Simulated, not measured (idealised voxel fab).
process module | voxel released beams
cross-section cut | 200 nm wide | cells 5 nm
A cross-section is a grid of square cells, given in bands from the top down. A band is one or more rows of cells.
Each band's line starts with the height of the band's top and of its bottom, in nm. Then come its materials from left to right, each with its width in nm. One material with "throughout" fills the band from edge to edge. "air" is empty space.
Height 0 is the level under which the wafer as received is all one material. The lowest band goes on downwards, as in "0 down".
A width such as "30 to 40" changes by the same amount from each row of cells to the next, from the band's top row to its bottom row.
"no change" after a step means that no cell of the cross-section changed.
closed voids: empty space of 8 cells or more with no open way to the top, each as width x height at its distance from the left edge, in nm
after a step's settings: what the simulator itself notes on the step
overlay nm, on a step with a mask: how far to the right of its planned place the mask lay; to the left if negative
plan
1 op RECEIVE | material Si
2 op CONFORMAL_DEP | material SiN | thk nm 5
3 op DIRECTIONAL_DEP | material SiO2 | thk nm 20
4 op PATTERN | tone open | mask id ANCHOR | material resist | width nm 35 | thk nm 20 | overlay nm 0
5 op DIRECTIONAL_ETCH | etch materials SiO2 | depth nm 20
6 op STRIP | etch materials resist
7 op CONFORMAL_DEP | material TiN | thk nm 15
8 op MASKED_ETCH | tone cover | mask id BEAM | width nm 120 | etch materials TiN | depth nm 15 | overlay nm 0
9 op STRIP | etch materials SiO2
as received, after step 1
  0 down: Si throughout
  closed voids: none
first wafer at the end, as planned
  40 to 25: air 35 | TiN 20 | air 5 | TiN 95 | air 45
  25 to 20: air 40 | TiN 15 | air 5 | TiN 15 | air 125
  20 to 5: air 40 | TiN 35 | air 125
  5 to 0: SiN throughout
  0 down: Si throughout
  closed voids: none
second wafer at the end: like start, like plan, one mistake
  40 to 25: air 35 | TiN 55 | air 110
  25 to 20: air 25 | TiN 15 | SiO2 35 | TiN 15 | air 110
  20 to 5: air 25 | TiN 15 | SiO2 35 | TiN 80 | air 45
  5 to 0: SiN throughout
  0 down: Si throughout
  closed voids: none
what went wrong: step 4 ran as: op PATTERN | tone cover | mask id ANCHOR | material resist | width nm 35 | thk nm 20 | overlay nm 0
at the end the second wafer has, in cells: 28 more of SiO2
